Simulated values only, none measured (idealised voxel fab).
Documented hereafter: the process module known as voxel self aligned contacts.
Section shown: cut. Width: 180 nm. Cell size: 5 nm, square.
Cross-sections here: square-cell grids, written as top-down lists of bands, a band being one or more rows of cells.
Read a band's entry like this: the first values are the height of its top and the height of its bottom in nm, and what follows is the sequence of materials from left to right, each with its width in nm. Note that "blank" is empty space, and that a single material marked "everywhere" reaches across the band from edge to edge.
Heights are expressed relative to 0, this being the level below which the as-received wafer comprises one material exclusively. The lowest band is unbounded in the downward direction and is denoted as in "0 down".
A two-number width, for instance "30->40", indicates that the width is equal to the first number in the top row of the band and to the second number in the bottom row, and that it changes by a constant amount per row of cells.
Take "nothing altered" at face value: in the step it is given for, the cross-section changed in none of its cells.
Reported under the label "Closed void register" are the empty spaces having no open way to the top and comprising 8 cells or more; the notation for each is width x height at distance, in which the distance is measured from the left edge and all three values are in nm.
If you see something after the settings on a step's line, that's the simulator's own remark about that step.
Each step line may optionally specify "overlay nm", which for a step with a mask gives the rightward distance between the mask's planned place and where it lay, a negative value indicating the leftward direction.

Planned step list for the process:
- 1: RECEIVE, material Si
- 2: OXIDIZE, depth nm 5
- 3: DIRECTIONAL_DEP, material polySi, thk nm 25
- 4: DIRECTIONAL_DEP, material SiN, thk nm 15
- 5: PATTERN, tone cover, mask id GATE, material resist, width nm 30, pitch nm 60, thk nm 20, overlay nm 0
- 6: DIRECTIONAL_ETCH, etch materials SiN, depth nm 15
- 7: DIRECTIONAL_ETCH, etch materials polySi, depth nm 25
- 8: STRIP, etch materials resist
- 9: CONFORMAL_DEP, material SiN, thk nm 5
- 10: DIRECTIONAL_ETCH, etch materials SiN, depth nm 5
- 11: FILL_DEP, material SiO2, thk nm 15
- 12: CMP, height nm 50
- 13: MASKED_ETCH, tone open, mask id CONTACT, width nm 40, etch materials SiO2, depth nm 55, overlay nm 0
- 14: CONFORMAL_DEP, material TiN, thk nm 5
- 15: FILL_DEP, material W, thk nm 5
- 16: CMP, height nm 50
- 17: CONFORMAL_DEP, material SiCN, thk nm 5

First out of two wafers; run went to plan:

As-received state of the wafer in cross-section, equivalent to post-step 1:
	0 down | Si everywhere
	Closed void register: none

The following cross-section depicts the wafer upon completion of step 2:
	0 to -5 | SiO2 everywhere
	Below -5 it's all the same as before, nothing changed down there.

The following cross-section depicts the wafer upon completion of step 3:
	25 to 0 | polySi everywhere
	Below 0 it's all the same as before, nothing changed down there.

The following cross-section depicts the wafer upon completion of step 4:
	40 to 25 | SiN everywhere
	Below 25 it's all the same as before, nothing changed down there.

The following cross-section depicts the wafer upon completion of step 5:
	60 to 40 | 45 blank | 30 resist | 30 blank | 30 resist | 45 blank
	Below 40 it's all the same as before, nothing changed down there.

The following cross-section depicts the wafer upon completion of step 6:
	60 to 40 | 45 blank | 30 resist | 30 blank | 30 resist | 45 blank
	40 to 25 | 45 blank | 30 SiN | 30 blank | 30 SiN | 45 blank
	Below 25 it's all the same as before, nothing changed down there.

The following cross-section depicts the wafer upon completion of step 7:
	60 to 40 | 45 blank | 30 resist | 30 blank | 30 resist | 45 blank
	40 to 25 | 45 blank | 30 SiN | 30 blank | 30 SiN | 45 blank
	25 to 0 | 45 blank | 30 polySi | 30 blank | 30 polySi | 45 blank
	Below 0 it's all the same as before, nothing changed down there.

The following cross-section depicts the wafer upon completion of step 8:
	40 to 25 | 45 blank | 30 SiN | 30 blank | 30 SiN | 45 blank
	Below 25 it's all the same as before, nothing changed down there.

The following cross-section depicts the wafer upon completion of step 9:
	45 to 25 | 40 blank | 40 SiN | 20 blank | 40 SiN | 40 blank
	25 to 5 | 40 blank | 5 SiN | 30 polySi | 5 SiN | 20 blank | 5 SiN | 30 polySi | 5 SiN | 40 blank
	5 to 0 | 45 SiN | 30 polySi | 30 SiN | 30 polySi | 45 SiN
	Below 0 it's all the same as before, nothing changed down there.

The following cross-section depicts the wafer upon completion of step 10:
	40 to 25 | 40 blank | 40 SiN | 20 blank | 40 SiN | 40 blank
	25 to 0 | 40 blank | 5 SiN | 30 polySi | 5 SiN | 20 blank | 5 SiN | 30 polySi | 5 SiN | 40 blank
	Below 0 it's all the same as before, nothing changed down there.

The following cross-section depicts the wafer upon completion of step 11:
	55 to 40 | SiO2 everywhere
	40 to 25 | 40 SiO2 | 40 SiN | 20 SiO2 | 40 SiN | 40 SiO2
	25 to 0 | 40 SiO2 | 5 SiN | 30 polySi | 5 SiN | 20 SiO2 | 5 SiN | 30 polySi | 5 SiN | 40 SiO2
	Below 0 it's all the same as before, nothing changed down there.

The following cross-section depicts the wafer upon completion of step 12:
	50 to 40 | SiO2 everywhere
	Below 40 it's all the same as before, nothing changed down there.

The following cross-section depicts the wafer upon completion of step 13:
	50 to 40 | 70 SiO2 | 40 blank | 70 SiO2
	40 to 25 | 40 SiO2 | 40 SiN | 20 blank | 40 SiN | 40 SiO2
	25 to 0 | 40 SiO2 | 5 SiN | 30 polySi | 5 SiN | 20 blank | 5 SiN | 30 polySi | 5 SiN | 40 SiO2
	0 to -5 | 80 SiO2 | 20 blank | 80 SiO2
	Below -5 it's all the same as before, nothing changed down there.

The following cross-section depicts the wafer upon completion of step 14:
	55 to 50 | 75 TiN | 30 blank | 75 TiN
	50 to 40 | 70 SiO2 | 5->15 TiN | 30->10 blank | 5->15 TiN | 70 SiO2
	40 to 25 | 40 SiO2 | 40 SiN | 5 TiN | 10 blank | 5 TiN | 40 SiN | 40 SiO2
	25 to 0 | 40 SiO2 | 5 SiN | 30 polySi | 5 SiN | 5 TiN | 10 blank | 5 TiN | 5 SiN | 30 polySi | 5 SiN | 40 SiO2
	0 to -5 | 80 SiO2 | 20 TiN | 80 SiO2
	Below -5 it's all the same as before, nothing changed down there.

The following cross-section depicts the wafer upon completion of step 15:
	60 to 55 | W everywhere
	55 to 50 | 75 TiN | 30 W | 75 TiN
	50 to 40 | 70 SiO2 | 5->15 TiN | 30->10 W | 5->15 TiN | 70 SiO2
	40 to 25 | 40 SiO2 | 40 SiN | 5 TiN | 10 W | 5 TiN | 40 SiN | 40 SiO2
	25 to 0 | 40 SiO2 | 5 SiN | 30 polySi | 5 SiN | 5 TiN | 10 W | 5 TiN | 5 SiN | 30 polySi | 5 SiN | 40 SiO2
	Below 0 it's all the same as before, nothing changed down there.

The following cross-section depicts the wafer upon completion of step 16:
	50 to 40 | 70 SiO2 | 5->15 TiN | 30->10 W | 5->15 TiN | 70 SiO2
	Below 40 it's all the same as before, nothing changed down there.

The following cross-section depicts the wafer upon completion of step 17:
	55 to 50 | SiCN everywhere
	Below 50 it's all the same as before, nothing changed down there.

Wafer two: like wafer one in start and plan, but with one mistake in execution; identical up to and including step 1:

Second wafer: cross-section at the scheduled end of step 2:
	25 to 0 | polySi everywhere
	Below 0 it's all the same as before, nothing changed down there.

Second wafer: cross-section at the scheduled end of step 3:
	25 to 20 | SiO2 everywhere
	Below 20 it's all the same as before, nothing changed down there.

Second wafer: cross-section at the scheduled end of step 4:
	40 to 25 | SiN everywhere
	Below 25 it's all the same as before, nothing changed down there.

Second wafer: cross-section at the scheduled end of step 5:
	60 to 40 | 45 blank | 30 resist | 30 blank | 30 resist | 45 blank
	Below 40 it's all the same as before, nothing changed down there.

Second wafer: cross-section at the scheduled end of step 6:
	60 to 40 | 45 blank | 30 resist | 30 blank | 30 resist | 45 blank
	40 to 25 | 45 blank | 30 SiN | 30 blank | 30 SiN | 45 blank
	Below 25 it's all the same as before, nothing changed down there.

Second wafer: cross-section at the scheduled end of step 7: nothing altered

Second wafer: cross-section at the scheduled end of step 8:
	40 to 25 | 45 blank | 30 SiN | 30 blank | 30 SiN | 45 blank
	Below 25 it's all the same as before, nothing changed down there.

Second wafer: cross-section at the scheduled end of step 9:
	45 to 30 | 40 blank | 40 SiN | 20 blank | 40 SiN | 40 blank
	30 to 25 | SiN everywhere
	Below 25 it's all the same as before, nothing changed down there.

Second wafer: cross-section at the scheduled end of step 10:
	40 to 25 | 40 blank | 40 SiN | 20 blank | 40 SiN | 40 blank
	Below 25 it's all the same as before, nothing changed down there.

Second wafer: cross-section at the scheduled end of step 11:
	55 to 40 | SiO2 everywhere
	40 to 25 | 40 SiO2 | 40 SiN | 20 SiO2 | 40 SiN | 40 SiO2
	Below 25 it's all the same as before, nothing changed down there.

Second wafer: cross-section at the scheduled end of step 12:
	50 to 40 | SiO2 everywhere
	Below 40 it's all the same as before, nothing changed down there.

Second wafer: cross-section at the scheduled end of step 13:
	50 to 40 | 70 SiO2 | 40 blank | 70 SiO2
	40 to 25 | 40 SiO2 | 40 SiN | 20 blank | 40 SiN | 40 SiO2
	25 to 20 | 80 SiO2 | 20 blank | 80 SiO2
	Below 20 it's all the same as before, nothing changed down there.

Second wafer: cross-section at the scheduled end of step 14:
	55 to 50 | 75 TiN | 30 blank | 75 TiN
	50 to 40 | 70 SiO2 | 5->15 TiN | 30->10 blank | 5->15 TiN | 70 SiO2
	40 to 25 | 40 SiO2 | 40 SiN | 5 TiN | 10 blank | 5 TiN | 40 SiN | 40 SiO2
	25 to 20 | 80 SiO2 | 20 TiN | 80 SiO2
	Below 20 it's all the same as before, nothing changed down there.

Second wafer: cross-section at the scheduled end of step 15:
	60 to 55 | W everywhere
	55 to 50 | 75 TiN | 30 W | 75 TiN
	50 to 40 | 70 SiO2 | 5->15 TiN | 30->10 W | 5->15 TiN | 70 SiO2
	40 to 25 | 40 SiO2 | 40 SiN | 5 TiN | 10 W | 5 TiN | 40 SiN | 40 SiO2
	Below 25 it's all the same as before, nothing changed down there.

Second wafer: cross-section at the scheduled end of step 16:
	50 to 40 | 70 SiO2 | 5->15 TiN | 30->10 W | 5->15 TiN | 70 SiO2
	Below 40 it's all the same as before, nothing changed down there.

Second wafer: cross-section at the scheduled end of step 17:
	55 to 50 | SiCN everywhere
	Below 50 it's all the same as before, nothing changed down there.
It is concluded that the wafer was processed incorrectly with respect to the plan, in that transposition of steps 2 and 3 relative to the planned sequence
Materials where the second wafer ends with more or fewer cells than the first: Si: 36 more | SiN: 20 fewer | SiO2: 80 fewer | TiN: 10 fewer | W: 10 fewer | polySi: 84 more
